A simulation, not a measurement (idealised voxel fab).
voxel released beams: a process module
It is cross-section cut that appears here, measuring 205 nm in width, its square cells being 5 nm in size.
Each cross-section below is a grid of square cells, stated as bands in top-down order, with one or more rows of cells making up each band. First you get the band's top height and its bottom height, in nm, and then the materials it's made of, left to right, with each width in nm. If you see a single material with "throughout", that one covers the band edge to edge. "blank" is empty space. Height is counted from the level 0, under which the received wafer is composed throughout of one material. The lowest of the bands is not closed at the bottom but continues downward, in the notation "0 -> down". A width such as "30->40" changes by the same amount from each row of cells to the next, from the band's top row to its bottom row. "no change" for a step: no cell of the cross-section changed in that step. Enclosed internal voids: empty space of 8 cells or more with no open way to the top, each as width x height at its distance from the left edge, in nm. What comes after the settings on a step's line is commentary from the simulator itself on that step. overlay nm: where the mask lay relative to plan, measured to the right, on steps with a mask; negatives go left.

-- Planned step list for the process
1: RECEIVE: material Si
2: CONFORMAL_DEP: material SiN, thk nm 10
3: DIRECTIONAL_DEP: material SiO2, thk nm 20
4: MASKED_ETCH: tone open, mask id ANCHOR, width nm 30, etch materials SiO2, depth nm 20, overlay nm 0
5: CONFORMAL_DEP: material W, thk nm 10
6: MASKED_ETCH: tone cover, mask id BEAM, width nm 85, etch materials W, depth nm 10, overlay nm 0
7: STRIP: etch materials SiO2

-- Cross-section, incoming material, after step 1
- 0 -> down: Si throughout
- Enclosed internal voids: none

-- One mistake in running the module, otherwise start and plan as above: cross-section at the end
- 40 -> 30: 55 of blank | 85 of W | 65 of blank
- 30 -> 10: W throughout
- 10 -> 0: SiN throughout
- 0 -> down: Si throughout
- Enclosed internal voids: none
In executing the process, a mistake was made relative to the plan: the process deviated at step 3: the operation and settings actually run there were DIRECTIONAL_DEP: material W, thk nm 20
